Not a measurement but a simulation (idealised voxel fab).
Module name: voxel gate over fins (process module)
In the cross-section labelled cut, the width is 220 nm and each square cell is 5 nm.
Cross-section, as written here: a square-cell grid given band by band from the top down, where a band holds one or more rows of cells. For a band, the entry starts with two heights in nm, that of the top and then that of the bottom, and carries on with the band's materials in order from left to right, each alongside its width in nm; the word "full width" beside a single material means it fills the band edge to edge, and "air" means empty space. A quick word on heights: they are counted from 0, and under that level the wafer as it came to us is one material throughout. The lowest band is different from the rest in having no bottom; it simply continues downward, written as in "from 0 down". Graded width ("30->40"): value in top row of band = first number; value in bottom row = second number; row-to-row change constant. Where a step carries "nothing different", the cross-section came out of it unchanged, cell for cell. Empty spaces without an open route to the top, at least 8 cells in extent, make up the entry "Non-vented voids"; each is given as width x height at distance, where the distance is measured from the left edge, and all are in nm. What comes after the settings on a step's line is commentary from the simulator itself on that step. The optional step-line setting "overlay nm" applies to steps with a mask and quantifies how far to the right of its planned location the mask lay, a negative value indicating leftward placement. Layout of what follows: cross-section pairs, each bracketing one process step, the after cross-section shown only to the lowest band that changed, the step between and its settings noted under each pair. Pairs may originate in different runs of this module on the same starting wafer; a pair continues from the pair above only where its entry headed "Pre-process" says so.

Pre-process:
> from 15 to 5 | 70 nm air / 15 nm aC / 25 nm air / 15 nm aC / 95 nm air
> from 5 to 0 | 70 nm air / 15 nm SiN / 25 nm air / 15 nm SiN / 95 nm air
> from 0 to -30 | 70 nm air / 15 nm Si / 25 nm air / 15 nm Si / 95 nm air
> from -30 down | Si full width
> Non-vented voids: none

Resulting Cross-Section:
> from 5 to 0 | 70 nm air / 15 nm SiN / 25 nm air / 15 nm SiN / 95 nm air
> Anything lower than 0 is untouched.
> Non-vented voids: none
Can you name the step between the two cross-sections above? It is op STRIP | etch materials aC

Pre-process: The structure entering this step is exactly what the pair just above shows after its step.

Resulting Cross-Section:
> from 15 to 5 | SiO2 full width
> from 5 to 0 | 70 nm SiO2 / 15 nm SiN / 25 nm SiO2 / 15 nm SiN / 95 nm SiO2
> from 0 to -30 | 70 nm SiO2 / 15 nm Si / 25 nm SiO2 / 15 nm Si / 95 nm SiO2
> Anything lower than -30 is untouched.
> Non-vented voids: none
Can you name the step between the two cross-sections above? It is op FILL_DEP | material SiO2 | thk nm 10

Pre-process: The structure entering this step is exactly what the pair just above shows after its step.

Resulting Cross-Section:
> from 5 to 0 | 70 nm SiO2 / 15 nm SiN / 25 nm SiO2 / 15 nm SiN / 95 nm SiO2
> Anything lower than 0 is untouched.
> Non-vented voids: none
Can you name the step between the two cross-sections above? It is op CMP | height nm 5

Pre-process: The structure entering this step is exactly what the pair just above shows after its step.

Resulting Cross-Section:
> from 5 to 0 | 70 nm air / 15 nm SiN / 25 nm air / 15 nm SiN / 95 nm air
> from 0 to -15 | 70 nm air / 15 nm Si / 25 nm air / 15 nm Si / 95 nm air
> Anything lower than -15 is untouched.
> Non-vented voids: none
Can you name the step between the two cross-sections above? It is op SELECTIVE_ETCH | etch materials SiO2 | depth nm 20

Pre-process: The structure entering this step is exactly what the pair just above shows after its step.

Resulting Cross-Section:
> from 0 to -15 | 70 nm air / 15 nm Si / 25 nm air / 15 nm Si / 95 nm air
> Anything lower than -15 is untouched.
> Non-vented voids: none
Can you name the step between the two cross-sections above? It is op STRIP | etch materials SiN

Pre-process: The structure entering this step is exactly what the pair just above shows after its step.

Resulting Cross-Section:
> from 5 to 0 | 65 nm air / 25 nm HfO2 / 15 nm air / 25 nm HfO2 / 90 nm air
> from 0 to -10 | 65 nm air / 5 nm HfO2 / 15 nm Si / 5 nm HfO2 / 15 nm air / 5 nm HfO2 / 15 nm Si / 5 nm HfO2 / 90 nm air
> from -10 to -15 | 70 nm HfO2 / 15 nm Si / 25 nm HfO2 / 15 nm Si / 95 nm HfO2
> Anything lower than -15 is untouched.
> Non-vented voids: none
Can you name the step between the two cross-sections above? It is op CONFORMAL_DEP | material HfO2 | thk nm 5

Pre-process: The structure entering this step is exactly what the pair just above shows after its step.

Resulting Cross-Section:
> from 10 to 5 | 60 nm air / 35 nm TiN / 5 nm air / 35 nm TiN / 85 nm air
> from 5 to 0 | 60 nm air / 5 nm TiN / 25 nm HfO2 / 5 nm TiN / 5 nm air / 5 nm TiN / 25 nm HfO2 / 5 nm TiN / 85 nm air
> from 0 to -5 | 60 nm air / 5 nm TiN / 5 nm HfO2 / 15 nm Si / 5 nm HfO2 / 5 nm TiN / 5 nm air / 5 nm TiN / 5 nm HfO2 / 15 nm Si / 5 nm HfO2 / 5 nm TiN / 85 nm air
> from -5 to -10 | 65 nm TiN / 5 nm HfO2 / 15 nm Si / 5 nm HfO2 / 15 nm TiN / 5 nm HfO2 / 15 nm Si / 5 nm HfO2 / 90 nm TiN
> Anything lower than -10 is untouched.
> Non-vented voids: none
Can you name the step between the two cross-sections above? It is op CONFORMAL_DEP | material TiN | thk nm 5

Pre-process: The structure entering this step is exactly what the pair just above shows after its step.

Resulting Cross-Section:
> from 25 to 10 | W full width
> from 10 to 5 | 60 nm W / 35 nm TiN / 5 nm W / 35 nm TiN / 85 nm W
> from 5 to 0 | 60 nm W / 5 nm TiN / 25 nm HfO2 / 5 nm TiN / 5 nm W / 5 nm TiN / 25 nm HfO2 / 5 nm TiN / 85 nm W
> from 0 to -5 | 60 nm W / 5 nm TiN / 5 nm HfO2 / 15 nm Si / 5 nm HfO2 / 5 nm TiN / 5 nm W / 5 nm TiN / 5 nm HfO2 / 15 nm Si / 5 nm HfO2 / 5 nm TiN / 85 nm W
> Anything lower than -5 is untouched.
> Non-vented voids: none
Can you name the step between the two cross-sections above? It is op FILL_DEP | material W | thk nm 15

Pre-process: The structure entering this step is exactly what the pair just above shows after its step.

Resulting Cross-Section:
> from 20 to 10 | W full width
> Anything lower than 10 is untouched.
> Non-vented voids: none
Can you name the step between the two cross-sections above? It is op CMP | height nm 20

Pre-process: The structure entering this step is exactly what the pair just above shows after its step.

Resulting Cross-Section:
> from 25 to 20 | SiN full width
> Anything lower than 20 is untouched.
> Non-vented voids: none
Can you name the step between the two cross-sections above? It is op CONFORMAL_DEP | material SiN | thk nm 5

Pre-process:
> from 0 to -15 | 80 nm air / 15 nm Si / 25 nm air / 15 nm Si / 85 nm air
> from -15 to -30 | 80 nm SiO2 / 15 nm Si / 25 nm SiO2 / 15 nm Si / 85 nm SiO2
> from -30 down | Si full width
> Non-vented voids: none

Resulting Cross-Section:
> from 5 to 0 | 75 nm air / 25 nm aC / 15 nm air / 25 nm aC / 80 nm air
> from 0 to -10 | 75 nm air / 5 nm aC / 15 nm Si / 5 nm aC / 15 nm air / 5 nm aC / 15 nm Si / 5 nm aC / 80 nm air
> from -10 to -15 | 80 nm aC / 15 nm Si / 25 nm aC / 15 nm Si / 85 nm aC
> Anything lower than -15 is untouched.
> Non-vented voids: none
Can you name the step between the two cross-sections above? It is op CONFORMAL_DEP | material aC | thk nm 5

Pre-process: The structure entering this step is exactly what the pair just above shows after its step.

Resulting Cross-Section:
> from 10 to 5 | 70 nm air / 35 nm TiN / 5 nm air / 35 nm TiN / 75 nm air
> from 5 to 0 | 70 nm air / 5 nm TiN / 25 nm aC / 5 nm TiN / 5 nm air / 5 nm TiN / 25 nm aC / 5 nm TiN / 75 nm air
> from 0 to -5 | 70 nm air / 5 nm TiN / 5 nm aC / 15 nm Si / 5 nm aC / 5 nm TiN / 5 nm air / 5 nm TiN / 5 nm aC / 15 nm Si / 5 nm aC / 5 nm TiN / 75 nm air
> from -5 to -10 | 75 nm TiN / 5 nm aC / 15 nm Si / 5 nm aC / 15 nm TiN / 5 nm aC / 15 nm Si / 5 nm aC / 80 nm TiN
> Anything lower than -10 is untouched.
> Non-vented voids: none
Can you name the step between the two cross-sections above? It is op CONFORMAL_DEP | material TiN | thk nm 5

Pre-process: The structure entering this step is exactly what the pair just above shows after its step.

Resulting Cross-Section:
> from 25 to 10 | W full width
> from 10 to 5 | 70 nm W / 35 nm TiN / 5 nm W / 35 nm TiN / 75 nm W
> from 5 to 0 | 70 nm W / 5 nm TiN / 25 nm aC / 5 nm TiN / 5 nm W / 5 nm TiN / 25 nm aC / 5 nm TiN / 75 nm W
> from 0 to -5 | 70 nm W / 5 nm TiN / 5 nm aC / 15 nm Si / 5 nm aC / 5 nm TiN / 5 nm W / 5 nm TiN / 5 nm aC / 15 nm Si / 5 nm aC / 5 nm TiN / 75 nm W
> Anything lower than -5 is untouched.
> Non-vented voids: none
Can you name the step between the two cross-sections above? It is op FILL_DEP | material W | thk nm 15

Pre-process: The structure entering this step is exactly what the pair just above shows after its step.

Resulting Cross-Section:
> from 20 to 10 | W full width
> Anything lower than 10 is untouched.
> Non-vented voids: none
Can you name the step between the two cross-sections above? It is op CMP | height nm 20

Pre-process: The structure entering this step is exactly what the pair just above shows after its step.

Resulting Cross-Section:
> from 25 to 20 | SiN full width
> Anything lower than 20 is untouched.
> Non-vented voids: none
Can you name the step between the two cross-sections above? It is op CONFORMAL_DEP | material SiN | thk nm 5

Pre-process:
> from 15 to 5 | aC full width
> from 5 to 0 | SiN full width
> from 0 down | Si full width
> Non-vented voids: none

Resulting Cross-Section:
> from 40 to 15 | 80 nm resist / 15 nm air / 25 nm resist / 15 nm air / 85 nm resist
> Anything lower than 15 is untouched.
> Non-vented voids: none
Can you name the step between the two cross-sections above? It is op PATTERN | tone open | mask id FINS | material resist | width nm 15 | pitch nm 40 | thk nm 25 | overlay nm 0

Pre-process: The structure entering this step is exactly what the pair just above shows after its step.

Resulting Cross-Section:
> from 30 to 15 | 80 nm resist / 15 nm air / 25 nm resist / 15 nm air / 85 nm resist
> from 15 to 5 | 80 nm aC / 15 nm air / 25 nm aC / 15 nm air / 85 nm aC
> Anything lower than 5 is untouched.
> Non-vented voids: none
Can you name the step between the two cross-sections above? It is op DIRECTIONAL_ETCH | etch materials aC | depth nm 10

Pre-process: The structure entering this step is exactly what the pair just above shows after its step.

Resulting Cross-Section:
> from 15 to 5 | 80 nm aC / 15 nm air / 25 nm aC / 15 nm air / 85 nm aC
> Anything lower than 5 is untouched.
> Non-vented voids: none
Can you name the step between the two cross-sections above? It is op STRIP | etch materials resist

Pre-process: The structure entering this step is exactly what the pair just above shows after its step.

Resulting Cross-Section:
> from 15 to 5 | 80 nm aC / 15 nm air / 25 nm aC / 15 nm air / 85 nm aC
> from 5 to 0 | 80 nm SiN / 15 nm air / 25 nm SiN / 15 nm air / 85 nm SiN
> Anything lower than 0 is untouched.
> Non-vented voids: none
Can you name the step between the two cross-sections above? It is op DIRECTIONAL_ETCH | etch materials SiN | depth nm 5

Pre-process: The structure entering this step is exactly what the pair just above shows after its step.

Resulting Cross-Section:
> from 15 to 5 | 80 nm aC / 15 nm air / 25 nm aC / 15 nm air / 85 nm aC
> from 5 to 0 | 80 nm SiN / 15 nm air / 25 nm SiN / 15 nm air / 85 nm SiN
> from 0 to -30 | 80 nm Si / 15 nm air / 25 nm Si / 15 nm air / 85 nm Si
> Anything lower than -30 is untouched.
> Non-vented voids: none
Can you name the step between the two cross-sections above? It is op DIRECTIONAL_ETCH | etch materials Si | depth nm 30

Pre-process: The structure entering this step is exactly what the pair just above shows after its step.

Resulting Cross-Section:
> from 5 to 0 | 80 nm SiN / 15 nm air / 25 nm SiN / 15 nm air / 85 nm SiN
> Anything lower than 0 is untouched.
> Non-vented voids: none
Can you name the step between the two cross-sections above? It is op STRIP | etch materials aC

Pre-process: The structure entering this step is exactly what the pair just above shows after its step.

Resulting Cross-Section:
> from 15 to 5 | SiO2 full width
> from 5 to 0 | 80 nm SiN / 15 nm SiO2 / 25 nm SiN / 15 nm SiO2 / 85 nm SiN
> from 0 to -30 | 80 nm Si / 15 nm SiO2 / 25 nm Si / 15 nm SiO2 / 85 nm Si
> Anything lower than -30 is untouched.
> Non-vented voids: none
Can you name the step between the two cross-sections above? It is op FILL_DEP | material SiO2 | thk nm 10

Pre-process: The structure entering this step is exactly what the pair just above shows after its step.

Resulting Cross-Section:
> from 5 to 0 | 80 nm SiN / 15 nm SiO2 / 25 nm SiN / 15 nm SiO2 / 85 nm SiN
> Anything lower than 0 is untouched.
> Non-vented voids: none
Can you name the step between the two cross-sections above? It is op CMP | height nm 5

Pre-process: The structure entering this step is exactly what the pair just above shows after its step.

Resulting Cross-Section:
> from 5 to 0 | 80 nm SiN / 15 nm air / 25 nm SiN / 15 nm air / 85 nm SiN
> from 0 to -15 | 80 nm Si / 15 nm air / 25 nm Si / 15 nm air / 85 nm Si
> Anything lower than -15 is untouched.
> Non-vented voids: none
Can you name the step between the two cross-sections above? It is op SELECTIVE_ETCH | etch materials SiO2 | depth nm 20

Pre-process: The structure entering this step is exactly what the pair just above shows after its step.

Resulting Cross-Section:
> from 0 to -15 | 80 nm Si / 15 nm air / 25 nm Si / 15 nm air / 85 nm Si
> Anything lower than -15 is untouched.
> Non-vented voids: none
Can you name the step between the two cross-sections above? It is op STRIP | etch materials SiN

Pre-process: The structure entering this step is exactly what the pair just above shows after its step.

Resulting Cross-Section:
> from 5 to 0 | 85 nm HfO2 / 5 nm air / 35 nm HfO2 / 5 nm air / 90 nm HfO2
> from 0 to -10 | 80 nm Si / 5 nm HfO2 / 5 nm air / 5 nm HfO2 / 25 nm Si / 5 nm HfO2 / 5 nm air / 5 nm HfO2 / 85 nm Si
> from -10 to -15 | 80 nm Si / 15 nm HfO2 / 25 nm Si / 15 nm HfO2 / 85 nm Si
> Anything lower than -15 is untouched.
> Non-vented voids: none
Can you name the step between the two cross-sections above? It is op CONFORMAL_DEP | material HfO2 | thk nm 5

Pre-process: The structure entering this step is exactly what the pair just above shows after its step.

Resulting Cross-Section:
> from 10 to 5 | TiN full width
> from 5 to 0 | 85 nm HfO2 / 5 nm TiN / 35 nm HfO2 / 5 nm TiN / 90 nm HfO2
> from 0 to -10 | 80 nm Si / 5 nm HfO2 / 5 nm TiN / 5 nm HfO2 / 25 nm Si / 5 nm HfO2 / 5 nm TiN / 5 nm HfO2 / 85 nm Si
> Anything lower than -10 is untouched.
> Non-vented voids: none
Can you name the step between the two cross-sections above? It is op CONFORMAL_DEP | material TiN | thk nm 5

Pre-process: The structure entering this step is exactly what the pair just above shows after its step.

Resulting Cross-Section:
> from 25 to 10 | W full width
> Anything lower than 10 is untouched.
> Non-vented voids: none
Can you name the step between the two cross-sections above? It is op FILL_DEP | material W | thk nm 15

Pre-process: The structure entering this step is exactly what the pair just above shows after its step.

Resulting Cross-Section:
> from 20 to 10 | W full width
> Anything lower than 10 is untouched.
> Non-vented voids: none
Can you name the step between the two cross-sections above? It is op CMP | height nm 20

Pre-process: The structure entering this step is exactly what the pair just above shows after its step.

Resulting Cross-Section:
> from 25 to 20 | SiN full width
> Anything lower than 20 is untouched.
> Non-vented voids: none
Can you name the step between the two cross-sections above? It is op CONFORMAL_DEP | material SiN | thk nm 5
